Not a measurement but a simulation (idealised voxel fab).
Process module name: voxel ribs on slabs
Cross-sectional view cut (width: 250 nm; square cell size: 5 nm).
We lay out every cross-section as a grid of square cells and spell it out in bands from the top down, where one band means one or more rows of cells.
Top, bottom (nm), then materials left to right with widths (nm); lone material tagged "edge to edge" fills the whole band edge to edge; "blank" = empty space.
We count height from 0. Below that, the starting wafer is all one material. The lowest band never ends at the bottom but goes on down; see "0..down" for how that is written.
Graded width ("30..40"): value in top row of band = first number; value in bottom row = second number; row-to-row change constant.
No cell of the cross-section changed in a step that is given as "nothing different".
So "Closed void list" is basically the list of trapped voids: any empty space of 8 cells or more that can't reach the top through an opening. They're written width x height at distance, the distance being from the left edge, and it's all nm.
Whatever follows a step's settings on its line is a remark the simulator itself makes about that step.
overlay nm: on a step with a mask, how far right of its planned place the mask lay; negative means left.

-- The steps planned for the process are as follows
1: RECEIVE [material Si]
2: DIRECTIONAL_DEP [material SiO2] [thk nm 25]
3: DIRECTIONAL_DEP [material SiN] [thk nm 25]
4: MASKED_ETCH [tone cover] [mask id RIB] [width nm 15] [etch materials SiN] [depth nm 20] [overlay nm 0]
5: DIRECTIONAL_DEP [material aC] [thk nm 10]
6: PATTERN [tone cover] [mask id SLAB] [material resist] [width nm 55] [thk nm 25] [overlay nm 0]
7: DIRECTIONAL_ETCH [etch materials aC] [depth nm 10]
8: STRIP [etch materials resist]
9: DIRECTIONAL_ETCH [etch materials SiN] [depth nm 5]
10: STRIP [etch materials aC]
11: FILL_DEP [material SiO2] [thk nm 25]
12: CMP [height nm 65]
13: DIRECTIONAL_DEP [material TiN] [thk nm 10]
14: MASKED_ETCH [tone cover] [mask id HEATER] [width nm 25] [etch materials TiN] [depth nm 10] [overlay nm 0]
15: CONFORMAL_DEP [material SiN] [thk nm 5]

-- Here's what the wafer looked like in cross-section when it arrived - that's after step 1
    0..down | Si edge to edge
    Closed void list: none

-- Sectioned view, first of two wafers, at the close of the module, processed as intended in the plan
    80..75 | blank (105)  SiN (35)  blank (110)
    75..70 | blank (105)  SiN (5)  TiN (25)  SiN (5)  blank (110)
    70..65 | SiN (110)  TiN (25)  SiN (115)
    65..50 | SiO2 edge to edge
    50..30 | SiO2 (115)  SiN (15)  SiO2 (120)
    30..25 | SiO2 (95)  SiN (55)  SiO2 (100)
    25..0 | SiO2 edge to edge
    0..down | Si edge to edge
    Closed void list: none

-- So this is wafer number two of the two, cut at the end of the module - it started where the first did and had the same plan, we just got one thing wrong running it
    80..75 | SiN (115)  blank (15)  SiN (120)
    75..70 | TiN (110)  SiN (5)  blank (15)  SiN (5)  TiN (115)
    70..65 | TiN (110)  SiN (25)  TiN (115)
    65..50 | SiO2 edge to edge
    50..30 | SiO2 (115)  SiN (15)  SiO2 (120)
    30..25 | SiO2 (95)  SiN (55)  SiO2 (100)
    25..0 | SiO2 edge to edge
    0..down | Si edge to edge
    Closed void list: none
So what did we get wrong on this run? for step 14, the planned setting was not used; the step was instead run as MASKED_ETCH [tone open] [mask id HEATER] [width nm 25] [etch materials TiN] [depth nm 10] [overlay nm 0]
Counted in cells at the end, the second wafer holds more or fewer of these materials than the first: TiN: 80 more
